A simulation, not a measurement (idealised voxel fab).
process module | voxel air gaps
cross-section cut | 295 nm wide | cells 5 nm
A cross-section is a grid of square cells, given in bands from the top down. A band is one or more rows of cells.
Each band's line starts with the height of the band's top and of its bottom, in nm. Then come its materials from left to right, each with its width in nm. One material with "throughout" fills the band from edge to edge. "air" is empty space.
Height 0 is the level under which the wafer as received is all one material. The lowest band goes on downwards, as in "0 down".
A width such as "30 to 40" changes by the same amount from each row of cells to the next, from the band's top row to its bottom row.
"no change" after a step means that no cell of the cross-section changed.
closed voids: empty space of 8 cells or more with no open way to the top, each as width x height at its distance from the left edge, in nm
after a step's settings: what the simulator itself notes on the step
overlay nm, on a step with a mask: how far to the right of its planned place the mask lay; to the left if negative
plan
1 op RECEIVE | material Si
2 op CONFORMAL_DEP | material SiO2 | thk nm 15
3 op CONFORMAL_DEP | material SiN | thk nm 5
4 op DIRECTIONAL_DEP | material lowk | thk nm 35
5 op MASKED_ETCH | tone open | mask id LINES | width nm 20 | pitch nm 50 | etch materials lowk | depth nm 35 | overlay nm 0
6 op CONFORMAL_DEP | material TiN | thk nm 5
7 op FILL_DEP | material Cu | thk nm 5
8 op CMP | height nm 55
9 op EPI | material Ru | thk nm 10
10 op SELECTIVE_ETCH | etch materials lowk | depth nm 45
11 op CONFORMAL_DEP | material SiN | thk nm 5
first wafer, as planned
as received, after step 1
  0 down: Si throughout
  closed voids: none
after step 2
  15 to 0: SiO2 throughout
  below 0: unchanged
after step 3
  20 to 15: SiN throughout
  below 15: unchanged
after step 4
  55 to 20: lowk throughout
  below 20: unchanged
after step 5
  55 to 20: lowk 85 | air 20 | lowk 30 | air 20 | lowk 30 | air 20 | lowk 90
  below 20: unchanged
after step 6
  60 to 55: TiN 90 | air 10 | TiN 40 | air 10 | TiN 40 | air 10 | TiN 95
  55 to 25: lowk 85 | TiN 5 | air 10 | TiN 5 | lowk 30 | TiN 5 | air 10 | TiN 5 | lowk 30 | TiN 5 | air 10 | TiN 5 | lowk 90
  25 to 20: lowk 85 | TiN 20 | lowk 30 | TiN 20 | lowk 30 | TiN 20 | lowk 90
  below 20: unchanged
after step 7
  65 to 60: Cu throughout
  60 to 55: TiN 90 | Cu 10 | TiN 40 | Cu 10 | TiN 40 | Cu 10 | TiN 95
  55 to 25: lowk 85 | TiN 5 | Cu 10 | TiN 5 | lowk 30 | TiN 5 | Cu 10 | TiN 5 | lowk 30 | TiN 5 | Cu 10 | TiN 5 | lowk 90
  below 25: unchanged
after step 8
  55 to 25: lowk 85 | TiN 5 | Cu 10 | TiN 5 | lowk 30 | TiN 5 | Cu 10 | TiN 5 | lowk 30 | TiN 5 | Cu 10 | TiN 5 | lowk 90
  below 25: unchanged
after step 9
  65 to 55: air 75 | Ru 40 | air 10 | Ru 40 | air 10 | Ru 40 | air 80
  below 55: unchanged
after step 10
  65 to 55: air 75 | Ru 40 | air 10 | Ru 40 | air 10 | Ru 40 | air 80
  55 to 25: air 85 | TiN 5 | Cu 10 | TiN 5 | air 30 | TiN 5 | Cu 10 | TiN 5 | air 30 | TiN 5 | Cu 10 | TiN 5 | air 90
  25 to 20: air 85 | TiN 20 | air 30 | TiN 20 | air 30 | TiN 20 | air 90
  below 20: unchanged
after step 11
  70 to 65: air 70 | SiN 150 | air 75
  65 to 55: air 70 | SiN 5 | Ru 40 | SiN 10 | Ru 40 | SiN 10 | Ru 40 | SiN 5 | air 75
  55 to 50: air 70 | SiN 15 | TiN 5 | Cu 10 | TiN 5 | SiN 30 | TiN 5 | Cu 10 | TiN 5 | SiN 30 | TiN 5 | Cu 10 | TiN 5 | SiN 15 | air 75
  50 to 25: air 80 | SiN 5 | TiN 5 | Cu 10 | TiN 5 | SiN 5 | air 20 | SiN 5 | TiN 5 | Cu 10 | TiN 5 | SiN 5 | air 20 | SiN 5 | TiN 5 | Cu 10 | TiN 5 | SiN 5 | air 85
  25 to 20: SiN 85 | TiN 20 | SiN 30 | TiN 20 | SiN 30 | TiN 20 | SiN 90
  below 20: unchanged
  closed voids: 20 x 25 at 110; 20 x 25 at 160
second wafer: like start, like plan, one mistake. Through step 8 it matches the first wafer
when step 9 should have ended
  75 to 55: air 65 | Ru 160 | air 70
  below 55: unchanged
when step 10 should have ended
  75 to 55: air 65 | Ru 160 | air 70
  55 to 25: air 85 | TiN 5 | Cu 10 | TiN 5 | lowk 30 | TiN 5 | Cu 10 | TiN 5 | lowk 30 | TiN 5 | Cu 10 | TiN 5 | air 90
  25 to 20: air 85 | TiN 20 | lowk 30 | TiN 20 | lowk 30 | TiN 20 | air 90
  below 20: unchanged
when step 11 should have ended
  80 to 75: air 60 | SiN 170 | air 65
  75 to 55: air 60 | SiN 5 | Ru 160 | SiN 5 | air 65
  55 to 50: air 60 | SiN 25 | TiN 5 | Cu 10 | TiN 5 | lowk 30 | TiN 5 | Cu 10 | TiN 5 | lowk 30 | TiN 5 | Cu 10 | TiN 5 | SiN 25 | air 65
  50 to 25: air 80 | SiN 5 | TiN 5 | Cu 10 | TiN 5 | lowk 30 | TiN 5 | Cu 10 | TiN 5 | lowk 30 | TiN 5 | Cu 10 | TiN 5 | SiN 5 | air 85
  25 to 20: SiN 85 | TiN 20 | lowk 30 | TiN 20 | lowk 30 | TiN 20 | SiN 90
  below 20: unchanged
what went wrong: step 9 was run twice
at the end the second wafer has, in cells: 80 more of Ru | 40 fewer of SiN | 84 more of lowk
closed voids at the end (first wafer, second wafer): 2, 0
